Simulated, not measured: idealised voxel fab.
Module name: voxel fin reveal (process module)
We display cut, a cross-section 215 nm in width whose square cells are each 5 nm.
Heads up, the way a cross-section reads in here is a grid of square cells, handed over as bands from the top down, with every band being one or more rows of cells.
It is stipulated that each band's entry specify, in nanometres, the height of the top of the band and then that of its bottom, followed by the materials of the band in left-to-right sequence, each together with its width in nanometres. A single material marked by the word "all across" is understood to fill the band from edge to edge; the word "blank" is understood to denote empty space.
Zero point of the height axis is 0; under it, received wafer = one material. Lowest band: continues down indefinitely, "z 0 and below".
A width given as "30->40" starts at the first number in the band's top row and ends at the second number in its bottom row, shifting by an equal amount at every step from row to row.
No cell of the cross-section changed in a step that is given as "identical to before".
The entry titled "Enclosed empty spaces" provides the empty spaces that have no open way to the top, restricted to those of 8 cells or more. Each is presented as width x height at distance, the distance being measured from the left edge, with all three in nm.
after a step's settings: what the simulator itself notes on the step
overlay nm: where the mask lay relative to plan, measured to the right, on steps with a mask; negatives go left.

List of planned process steps:
- 1: RECEIVE (material Si)
- 2: CONFORMAL_DEP (material SiN; thk nm 10)
- 3: MASKED_ETCH (tone cover; mask id FINS; width nm 15; pitch nm 35; etch materials SiN; depth nm 10; overlay nm 0)
- 4: MASKED_ETCH (tone cover; mask id FINS; width nm 15; pitch nm 35; etch materials Si; depth nm 35; overlay nm 0)
- 5: FILL_DEP (material SiO2; thk nm 10)
- 6: CMP (height nm 10)
- 7: SELECTIVE_ETCH (etch materials SiO2; depth nm 20)
- 8: STRIP (etch materials SiN)
- 9: CONFORMAL_DEP (material SiO2; thk nm 5)

Delivered wafer in cross-section: state after step 1:
  z 0 and below | Si all across
  Enclosed empty spaces: none

The first of the two wafers as seen in cross-section once the module was finished; processing followed the plan:
  z 5 to 0 | blank 75  SiO2 25  blank 10  SiO2 25  blank 80
  z 0 to -5 | blank 75  SiO2 5  Si 15  SiO2 5  blank 10  SiO2 5  Si 15  SiO2 5  blank 80
  z -5 to -35 | SiO2 80  Si 15  SiO2 20  Si 15  SiO2 85
  z -35 and below | Si all across
  Enclosed empty spaces: none

Second of two wafers, module complete, sectioned: it shares the first wafer's start and plan but was run with one mistake:
  z 0 to -10 | blank 80  Si 15  blank 20  Si 15  blank 85
  z -10 to -35 | SiO2 80  Si 15  SiO2 20  Si 15  SiO2 85
  z -35 and below | Si all across
  Enclosed empty spaces: none
Deviation noted in wafer processing: step 9 of the plan was jumped over and never run
Counted in cells at the end, the second wafer holds more or fewer of these materials than the first: SiO2: 51 fewer
